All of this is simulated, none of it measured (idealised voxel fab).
Process module, titled voxel air gaps
Shown is cross-section cut, with a width of 215 nm and square cells of size 5 nm.
Notation: cross-section as square-cell grid; stated in bands, top first, going down; one or more cell rows per band.
The entry gives the band's vertical extent as a top height and a bottom height in nm, then its horizontal make-up as materials from left to right, each with a width in nm. "air" stands for empty space; a single material marked "everywhere" fills the band edge to edge.
Heights are expressed relative to 0, this being the level below which the as-received wafer comprises one material exclusively. The lowest band is unbounded in the downward direction and is denoted as in "0 down".
It should be noted that a width expressed as "30->40" varies in equal increments from row to row of cells within the band, taking the value of the first number at the top row and that of the second number at the bottom row.
"no alterations made" for a step: no cell of the cross-section changed in that step.
This entry, "Completely enclosed voids", enumerates those empty regions of no fewer than 8 cells that possess no open connection to the top. Each region is reported in the form width x height at distance, the distance being taken from the left edge, with all three quantities expressed in nm.
Where a step's line continues beyond its settings, the continuation is a remark by the simulator itself on that step.
overlay nm: right-of-plan distance of the mask on a masked step; negative values mean left-of-plan.

**Steps planned for the process**
1. RECEIVE, material Si
2. CONFORMAL_DEP, material SiO2, thk nm 15
3. CONFORMAL_DEP, material SiCN, thk nm 5
4. DIRECTIONAL_DEP, material SiO2, thk nm 30
5. PATTERN, tone open, mask id LINES, material resist, width nm 15, pitch nm 45, thk nm 20, overlay nm 0
6. DIRECTIONAL_ETCH, etch materials SiO2, depth nm 30
7. STRIP, etch materials resist
8. CONFORMAL_DEP, material TiN, thk nm 5
9. FILL_DEP, material W, thk nm 5
10. CMP, height nm 50
11. EPI, material Ru, thk nm 10
12. SELECTIVE_ETCH, etch materials SiO2, depth nm 40
13. CONFORMAL_DEP, material SiCN, thk nm 5

**Wafer, first of two, run as planned**

**Received-state cross-section, reflecting completion of step 1**
0 down  Si everywhere
Completely enclosed voids: none

**Cross-sectional representation of the wafer at the conclusion of step 2**
15 to 0  SiO2 everywhere
below 0: unchanged

**Cross-sectional representation of the wafer at the conclusion of step 3**
20 to 15  SiCN everywhere
below 15: unchanged

**Cross-sectional representation of the wafer at the conclusion of step 4**
50 to 20  SiO2 everywhere
below 20: unchanged

**Cross-sectional representation of the wafer at the conclusion of step 5**
70 to 50  30 nm resist, then 15 nm air, then 30 nm resist, then 15 nm air, then 30 nm resist, then 15 nm air, then 30 nm resist, then 15 nm air, then 35 nm resist
below 50: unchanged

**Cross-sectional representation of the wafer at the conclusion of step 6**
70 to 50  30 nm resist, then 15 nm air, then 30 nm resist, then 15 nm air, then 30 nm resist, then 15 nm air, then 30 nm resist, then 15 nm air, then 35 nm resist
50 to 20  30 nm SiO2, then 15 nm air, then 30 nm SiO2, then 15 nm air, then 30 nm SiO2, then 15 nm air, then 30 nm SiO2, then 15 nm air, then 35 nm SiO2
below 20: unchanged

**Cross-sectional representation of the wafer at the conclusion of step 7**
50 to 20  30 nm SiO2, then 15 nm air, then 30 nm SiO2, then 15 nm air, then 30 nm SiO2, then 15 nm air, then 30 nm SiO2, then 15 nm air, then 35 nm SiO2
below 20: unchanged

**Cross-sectional representation of the wafer at the conclusion of step 8**
55 to 50  35 nm TiN, then 5 nm air, then 40 nm TiN, then 5 nm air, then 40 nm TiN, then 5 nm air, then 40 nm TiN, then 5 nm air, then 40 nm TiN
50 to 25  30 nm SiO2, then 5 nm TiN, then 5 nm air, then 5 nm TiN, then 30 nm SiO2, then 5 nm TiN, then 5 nm air, then 5 nm TiN, then 30 nm SiO2, then 5 nm TiN, then 5 nm air, then 5 nm TiN, then 30 nm SiO2, then 5 nm TiN, then 5 nm air, then 5 nm TiN, then 35 nm SiO2
25 to 20  30 nm SiO2, then 15 nm TiN, then 30 nm SiO2, then 15 nm TiN, then 30 nm SiO2, then 15 nm TiN, then 30 nm SiO2, then 15 nm TiN, then 35 nm SiO2
below 20: unchanged

**Cross-sectional representation of the wafer at the conclusion of step 9**
60 to 55  W everywhere
55 to 50  35 nm TiN, then 5 nm W, then 40 nm TiN, then 5 nm W, then 40 nm TiN, then 5 nm W, then 40 nm TiN, then 5 nm W, then 40 nm TiN
50 to 25  30 nm SiO2, then 5 nm TiN, then 5 nm W, then 5 nm TiN, then 30 nm SiO2, then 5 nm TiN, then 5 nm W, then 5 nm TiN, then 30 nm SiO2, then 5 nm TiN, then 5 nm W, then 5 nm TiN, then 30 nm SiO2, then 5 nm TiN, then 5 nm W, then 5 nm TiN, then 35 nm SiO2
below 25: unchanged

**Cross-sectional representation of the wafer at the conclusion of step 10**
50 to 25  30 nm SiO2, then 5 nm TiN, then 5 nm W, then 5 nm TiN, then 30 nm SiO2, then 5 nm TiN, then 5 nm W, then 5 nm TiN, then 30 nm SiO2, then 5 nm TiN, then 5 nm W, then 5 nm TiN, then 30 nm SiO2, then 5 nm TiN, then 5 nm W, then 5 nm TiN, then 35 nm SiO2
below 25: unchanged

**Cross-sectional representation of the wafer at the conclusion of step 11**
60 to 50  20 nm air, then 35 nm Ru, then 10 nm air, then 35 nm Ru, then 10 nm air, then 35 nm Ru, then 10 nm air, then 35 nm Ru, then 25 nm air
below 50: unchanged

**Cross-sectional representation of the wafer at the conclusion of step 12**
60 to 50  20 nm air, then 35 nm Ru, then 10 nm air, then 35 nm Ru, then 10 nm air, then 35 nm Ru, then 10 nm air, then 35 nm Ru, then 25 nm air
50 to 25  30 nm air, then 5 nm TiN, then 5 nm W, then 5 nm TiN, then 30 nm air, then 5 nm TiN, then 5 nm W, then 5 nm TiN, then 30 nm air, then 5 nm TiN, then 5 nm W, then 5 nm TiN, then 30 nm air, then 5 nm TiN, then 5 nm W, then 5 nm TiN, then 35 nm air
25 to 20  30 nm air, then 15 nm TiN, then 30 nm air, then 15 nm TiN, then 30 nm air, then 15 nm TiN, then 30 nm air, then 15 nm TiN, then 35 nm air
below 20: unchanged

**Cross-sectional representation of the wafer at the conclusion of step 13**
65 to 60  15 nm air, then 180 nm SiCN, then 20 nm air
60 to 50  15 nm air, then 5 nm SiCN, then 35 nm Ru, then 10 nm SiCN, then 35 nm Ru, then 10 nm SiCN, then 35 nm Ru, then 10 nm SiCN, then 35 nm Ru, then 5 nm SiCN, then 20 nm air
50 to 45  15 nm air, then 15 nm SiCN, then 5 nm TiN, then 5 nm W, then 5 nm TiN, then 30 nm SiCN, then 5 nm TiN, then 5 nm W, then 5 nm TiN, then 30 nm SiCN, then 5 nm TiN, then 5 nm W, then 5 nm TiN, then 30 nm SiCN, then 5 nm TiN, then 5 nm W, then 5 nm TiN, then 15 nm SiCN, then 20 nm air
45 to 25  25 nm air, then 5 nm SiCN, then 5 nm TiN, then 5 nm W, then 5 nm TiN, then 5 nm SiCN, then 20 nm air, then 5 nm SiCN, then 5 nm TiN, then 5 nm W, then 5 nm TiN, then 5 nm SiCN, then 20 nm air, then 5 nm SiCN, then 5 nm TiN, then 5 nm W, then 5 nm TiN, then 5 nm SiCN, then 20 nm air, then 5 nm SiCN, then 5 nm TiN, then 5 nm W, then 5 nm TiN, then 5 nm SiCN, then 30 nm air
25 to 20  30 nm SiCN, then 15 nm TiN, then 30 nm SiCN, then 15 nm TiN, then 30 nm SiCN, then 15 nm TiN, then 30 nm SiCN, then 15 nm TiN, then 35 nm SiCN
below 20: unchanged
Completely enclosed voids: 20 x 20 at 50; 20 x 20 at 95; 20 x 20 at 140

**It is to be noted that the second wafer proceeded from the same initial state and according to the same plan as the first, although one mistake was committed in its execution; through step 3, inclusive, the two wafers share an identical history**

**Second wafer, sectioned view, at step 4's planned end time**
40 to 20  SiO2 everywhere
below 20: unchanged

**Second wafer, sectioned view, at step 5's planned end time**
60 to 40  30 nm resist, then 15 nm air, then 30 nm resist, then 15 nm air, then 30 nm resist, then 15 nm air, then 30 nm resist, then 15 nm air, then 35 nm resist
below 40: unchanged

**Second wafer, sectioned view, at step 6's planned end time**
60 to 40  30 nm resist, then 15 nm air, then 30 nm resist, then 15 nm air, then 30 nm resist, then 15 nm air, then 30 nm resist, then 15 nm air, then 35 nm resist
40 to 20  30 nm SiO2, then 15 nm air, then 30 nm SiO2, then 15 nm air, then 30 nm SiO2, then 15 nm air, then 30 nm SiO2, then 15 nm air, then 35 nm SiO2
below 20: unchanged

**Second wafer, sectioned view, at step 7's planned end time**
40 to 20  30 nm SiO2, then 15 nm air, then 30 nm SiO2, then 15 nm air, then 30 nm SiO2, then 15 nm air, then 30 nm SiO2, then 15 nm air, then 35 nm SiO2
below 20: unchanged

**Second wafer, sectioned view, at step 8's planned end time**
45 to 40  35 nm TiN, then 5 nm air, then 40 nm TiN, then 5 nm air, then 40 nm TiN, then 5 nm air, then 40 nm TiN, then 5 nm air, then 40 nm TiN
40 to 25  30 nm SiO2, then 5 nm TiN, then 5 nm air, then 5 nm TiN, then 30 nm SiO2, then 5 nm TiN, then 5 nm air, then 5 nm TiN, then 30 nm SiO2, then 5 nm TiN, then 5 nm air, then 5 nm TiN, then 30 nm SiO2, then 5 nm TiN, then 5 nm air, then 5 nm TiN, then 35 nm SiO2
25 to 20  30 nm SiO2, then 15 nm TiN, then 30 nm SiO2, then 15 nm TiN, then 30 nm SiO2, then 15 nm TiN, then 30 nm SiO2, then 15 nm TiN, then 35 nm SiO2
below 20: unchanged

**Second wafer, sectioned view, at step 9's planned end time**
50 to 45  W everywhere
45 to 40  35 nm TiN, then 5 nm W, then 40 nm TiN, then 5 nm W, then 40 nm TiN, then 5 nm W, then 40 nm TiN, then 5 nm W, then 40 nm TiN
40 to 25  30 nm SiO2, then 5 nm TiN, then 5 nm W, then 5 nm TiN, then 30 nm SiO2, then 5 nm TiN, then 5 nm W, then 5 nm TiN, then 30 nm SiO2, then 5 nm TiN, then 5 nm W, then 5 nm TiN, then 30 nm SiO2, then 5 nm TiN, then 5 nm W, then 5 nm TiN, then 35 nm SiO2
below 25: unchanged

Second wafer, sectioned view, at step 10's planned end time: no alterations made

**Second wafer, sectioned view, at step 11's planned end time**
60 to 50  Ru everywhere
below 50: unchanged

Second wafer, sectioned view, at step 12's planned end time: no alterations made

**Second wafer, sectioned view, at step 13's planned end time**
65 to 60  SiCN everywhere
below 60: unchanged
what went wrong: off-plan run, step 4, actual operation and settings DIRECTIONAL_DEP, material SiO2, thk nm 20
Per the end-of-run cell counts, the second wafer holds more or fewer of some materials than the first: 30 more of Ru | 96 fewer of SiCN | 124 more of SiO2 | 23 more of TiN | 39 more of W
The first wafer finishes with 3 closed voids, while the second finishes with 0.
